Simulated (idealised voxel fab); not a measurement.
Process module, titled voxel lift off
Section cut is 165 nm wide and gridded with 5 nm square cells.
For the purposes of this document, a cross-section shall be understood as a grid of square cells, specified as bands listed in top-to-bottom order, each band consisting of one or more rows of cells. Band: top and bottom heights (nm) first, top before bottom; then materials from left to right, widths in nm. "edge to edge" marks a sole material filling the band edge to edge. "blank" denotes empty space. Height datum 0, below which the as-received substrate wafer is one material. Lowest band open at the bottom, running downward: "from 0 down". You'd read "30->40" like this: the band's top row of cells is as wide as the first number, its bottom row is as wide as the second, and going down, every row changes width by the same amount as the row before did. "no alteration" -> step changed no cross-section cell. Entry "Unvented cavities" = empty spaces >= 8 cells with no open way to the top; each as width x height at distance, distance from left edge, all nm. Text after the settings on a step's line: the simulator's own remark on that step. overlay nm, on a step with a mask: how far to the right of its planned place the mask lay; to the left if negative.
-- List of planned process steps
1. RECEIVE (material Si)
2. CONFORMAL_DEP (material SiO2; thk nm 10)
3. PATTERN (tone open; mask id LINES; material resist; width nm 15; pitch nm 30; thk nm 25; overlay nm 0)
4. DIRECTIONAL_DEP (material Ru; thk nm 15)
5. STRIP (etch materials resist)
6. CONFORMAL_DEP (material SiO2; thk nm 5)
-- Wafer as received: cross-section following step 1
> from 0 down: Si edge to edge
> Unvented cavities: none
-- The first of the two wafers as seen in cross-section once the module was finished; processing followed the plan
> from 30 to 25: blank 25  SiO2 25  blank 5  SiO2 25  blank 5  SiO2 25  blank 5  SiO2 25  blank 25
> from 25 to 15: blank 25  SiO2 5  Ru 15  SiO2 5  blank 5  SiO2 5  Ru 15  SiO2 5  blank 5  SiO2 5  Ru 15  SiO2 5  blank 5  SiO2 5  Ru 15  SiO2 5  blank 25
> from 15 to 10: SiO2 30  Ru 15  SiO2 15  Ru 15  SiO2 15  Ru 15  SiO2 15  Ru 15  SiO2 30
> from 10 to 0: SiO2 edge to edge
> from 0 down: Si edge to edge
> Unvented cavities: none
-- So this is wafer number two of the two, cut at the end of the module - it started where the first did and had the same plan, we just got one thing wrong running it
> from 20 to 15: blank 25  SiO2 25  blank 5  SiO2 25  blank 5  SiO2 25  blank 5  SiO2 25  blank 25
> from 15 to 5: blank 25  SiO2 5  Ru 15  SiO2 5  blank 5  SiO2 5  Ru 15  SiO2 5  blank 5  SiO2 5  Ru 15  SiO2 5  blank 5  SiO2 5  Ru 15  SiO2 5  blank 25
> from 5 to 0: SiO2 30  Ru 15  SiO2 15  Ru 15  SiO2 15  Ru 15  SiO2 15  Ru 15  SiO2 30
> from 0 down: Si edge to edge
> Unvented cavities: none
What was done differently from what was planned? no execution of plan step 2; skipped
Heads up, by the end the second wafer has more or fewer cells of some materials compared to the first: SiO2: 66 fewer
